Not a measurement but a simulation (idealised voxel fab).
process module | voxel trench capacitor
cross-section cut | 265 nm wide | cells 5 nm
A cross-section is a grid of square cells, given in bands from the top down. A band is one or more rows of cells.
Each band's line starts with the height of the band's top and of its bottom, in nm. Then come its materials from left to right, each with its width in nm. One material with "throughout" fills the band from edge to edge. "air" is empty space.
Height 0 is the level under which the wafer as received is all one material. The lowest band goes on downwards, as in "0 down".
A width such as "30 to 40" changes by the same amount from each row of cells to the next, from the band's top row to its bottom row.
"no change" after a step means that no cell of the cross-section changed.
closed voids: empty space of 8 cells or more with no open way to the top, each as width x height at its distance from the left edge, in nm
after a step's settings: what the simulator itself notes on the step
overlay nm, on a step with a mask: how far to the right of its planned place the mask lay; to the left if negative
plan
1 op RECEIVE | material Si
2 op CONFORMAL_DEP | material SiN | thk nm 10
3 op PATTERN | tone open | mask id TRENCH | material resist | width nm 20 | pitch nm 45 | thk nm 15 | overlay nm 0
4 op DIRECTIONAL_ETCH | etch materials SiN | depth nm 10
5 op DIRECTIONAL_ETCH | etch materials Si | depth nm 40
6 op STRIP | etch materials resist
7 op CONFORMAL_DEP | material HfO2 | thk nm 5
8 op CONFORMAL_DEP | material TiN | thk nm 5
9 op FILL_DEP | material W | thk nm 5
10 op CMP | height nm 10
varied across the wafers: width nm of step 3. The plan shows the first wafer's value. All wafers start alike
first wafer as received, after step 1
  0 down: Si throughout
  closed voids: none
each wafer at the end: cells of each material gained (+) or lost (-) since it was received, then its closed voids
width nm 20 | +66 HfO2 | -96 Si | +82 SiN | +54 TiN | closed voids: none
width nm 25 | +69 HfO2 | -120 Si | +76 SiN | +57 TiN | +24 W | closed voids: none
width nm 30 | +72 HfO2 | -144 Si | +70 SiN | +60 TiN | +48 W | closed voids: none
